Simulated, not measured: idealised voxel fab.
The document below concerns the process module designated voxel self aligned contacts.
Pictured: cross-section cut, 180 nm wide, on a grid of 5 nm square cells.
In what follows, cross-sections appear as grids of square cells, described through bands that run from the top down, where every band is one or more rows of cells.
In this notation a band is specified by the heights of its top and bottom, in that order and in nm, after which its materials appear from left to right, each paired with its width in nm. The word "edge to edge" attached to a single material means that material fills the band from edge to edge; the word "air" stands for empty space.
Where do heights start? At 0: under that level the wafer as delivered is made of one material only. And the lowest band has no floor; it just carries on downward, as in "from 0 down".
Quick explanation for "30->40": the width changes in equal steps down the rows of cells, from the first number in the band's top row to the second number in its bottom row.
Step marked "remains unaltered"? Then no cell in the cross-section changed in it.
Entry "Entrapped void list" = empty spaces >= 8 cells with no open way to the top; each as width x height at distance, distance from left edge, all nm.
Formally, on a step line, whatever follows the settings is a remark that the simulator itself makes on the step.
What "overlay nm" on a step's line means: if the step has a mask, that mask lay this far to the right of its planned place, or, when the value is negative, to the left.

These are the steps we planned for the process:
1: RECEIVE,material Si
2: CONFORMAL_DEP,material SiO2,thk nm 5
3: DIRECTIONAL_DEP,material polySi,thk nm 30
4: DIRECTIONAL_DEP,material SiN,thk nm 20
5: MASKED_ETCH,tone cover,mask id GATE,width nm 30,pitch nm 65,etch materials SiN,depth nm 20,overlay nm 0
6: MASKED_ETCH,tone cover,mask id GATE,width nm 30,pitch nm 65,etch materials polySi,depth nm 30,overlay nm 0
7: CONFORMAL_DEP,material SiN,thk nm 10
8: DIRECTIONAL_ETCH,etch materials SiN,depth nm 10
9: FILL_DEP,material SiO2,thk nm 15
10: CMP,height nm 65
11: PATTERN,tone open,mask id CONTACT,material resist,width nm 45,thk nm 20,overlay nm 0
12: DIRECTIONAL_ETCH,etch materials SiO2,depth nm 65
13: STRIP,etch materials resist
14: CONFORMAL_DEP,material TiN,thk nm 5
15: FILL_DEP,material Ru,thk nm 10
16: CMP,height nm 65
17: CONFORMAL_DEP,material SiN,thk nm 5

Cross-sectional view of the wafer in its as-received condition, corresponding to the state after step 1:
  from 0 down | Si edge to edge
  Entrapped void list: none

As-planned run: cross-section of the first of two wafers at end of module:
  from 70 to 65 | SiN edge to edge
  from 65 to 55 | SiO2 65; TiN 5->20; Ru 35->5; TiN 5->20; SiO2 70
  from 55 to 35 | SiO2 30; SiN 50; TiN 5; Ru 5; TiN 5; SiN 50; SiO2 35
  from 35 to 5 | SiO2 30; SiN 10; polySi 30; SiN 10; TiN 5; Ru 5; TiN 5; SiN 10; polySi 30; SiN 10; SiO2 35
  from 5 to 0 | SiO2 80; TiN 15; SiO2 85
  from 0 down | Si edge to edge
  Entrapped void list: none

Here's the second of our two wafers sectioned at module end. Same start as the first, same plan, but one mistake got made running it:
  from 70 to 65 | SiN edge to edge
  from 65 to 40 | SiO2 30; SiN 10; polySi 30; SiN 10; TiN 5; Ru 5; TiN 5; SiN 10; polySi 30; SiN 10; SiO2 35
  from 40 to 35 | SiO2 30; SiN 10; polySi 30; SiN 10; TiN 15; SiN 10; polySi 30; SiN 10; SiO2 35
  from 35 to 5 | polySi edge to edge
  from 5 to 0 | SiO2 edge to edge
  from 0 down | Si edge to edge
  Entrapped void list: none
Diagnosis: it should be noted that step 3 of the plan was executed twice
Upon completion, the second wafer contains, in terms of cells, a greater or smaller amount of certain materials than the first wafer: 13 fewer of Ru | 80 fewer of SiN | 103 fewer of SiO2 | 20 fewer of TiN | 216 more of polySi
